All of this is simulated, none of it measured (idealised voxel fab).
process module | voxel trench capacitor
cross-section cut | 290 nm wide | cells 5 nm
A cross-section is a grid of square cells, given in bands from the top down. A band is one or more rows of cells.
Each band's line starts with the height of the band's top and of its bottom, in nm. Then come its materials from left to right, each with its width in nm. One material with "throughout" fills the band from edge to edge. "air" is empty space.
Height 0 is the level under which the wafer as received is all one material. The lowest band goes on downwards, as in "0 down".
A width such as "30 to 40" changes by the same amount from each row of cells to the next, from the band's top row to its bottom row.
"no change" after a step means that no cell of the cross-section changed.
closed voids: empty space of 8 cells or more with no open way to the top, each as width x height at its distance from the left edge, in nm
after a step's settings: what the simulator itself notes on the step
overlay nm, on a step with a mask: how far to the right of its planned place the mask lay; to the left if negative
plan
1 op RECEIVE | material Si
2 op CONFORMAL_DEP | material SiN | thk nm 5
3 op DIRECTIONAL_DEP | material aC | thk nm 15
4 op PATTERN | tone open | mask id TRENCH | material resist | width nm 20 | pitch nm 35 | thk nm 30 | overlay nm -15
5 op DIRECTIONAL_ETCH | etch materials aC | depth nm 15
6 op STRIP | etch materials resist
7 op DIRECTIONAL_ETCH | etch materials SiN | depth nm 5
8 op DIRECTIONAL_ETCH | etch materials Si | depth nm 30
9 op STRIP | etch materials aC
10 op CONFORMAL_DEP | material Al2O3 | thk nm 5
11 op FILL_DEP | material polySi | thk nm 10
12 op CMP | height nm 5
varied across the wafers: overlay nm of step 4. The plan shows the first wafer's value. All wafers start alike
first wafer as received, after step 1
  0 down: Si throughout
  closed voids: none
first wafer at the end, after step 12
  5 to 0: SiN 100 | Al2O3 5 | polySi 10 | Al2O3 5 | SiN 15 | Al2O3 5 | polySi 10 | Al2O3 5 | SiN 135
  0 to -25: Si 100 | Al2O3 5 | polySi 10 | Al2O3 5 | Si 15 | Al2O3 5 | polySi 10 | Al2O3 5 | Si 135
  -25 to -30: Si 100 | Al2O3 20 | Si 15 | Al2O3 20 | Si 135
  -30 down: Si throughout
  closed voids: none
last wafer at the end
  5 to 0: SiN 130 | Al2O3 5 | polySi 10 | Al2O3 5 | SiN 15 | Al2O3 5 | polySi 10 | Al2O3 5 | SiN 105
  0 to -25: Si 130 | Al2O3 5 | polySi 10 | Al2O3 5 | Si 15 | Al2O3 5 | polySi 10 | Al2O3 5 | Si 105
  -25 to -30: Si 130 | Al2O3 20 | Si 15 | Al2O3 20 | Si 105
  -30 down: Si throughout
  closed voids: none
each wafer at the end: cells of each material gained (+) or lost (-) since it was received, then its closed voids
overlay nm -15 | +32 Al2O3 | -48 Si | +50 SiN | +24 polySi | closed voids: none
overlay nm -10 | +32 Al2O3 | -48 Si | +50 SiN | +24 polySi | closed voids: none
overlay nm -5 | +32 Al2O3 | -48 Si | +50 SiN | +24 polySi | closed voids: none
overlay nm 0 | +32 Al2O3 | -48 Si | +50 SiN | +24 polySi | closed voids: none
overlay nm 5 | +32 Al2O3 | -48 Si | +50 SiN | +24 polySi | closed voids: none
overlay nm 10 | +32 Al2O3 | -48 Si | +50 SiN | +24 polySi | closed voids: none
overlay nm 15 | +32 Al2O3 | -48 Si | +50 SiN | +24 polySi | closed voids: none
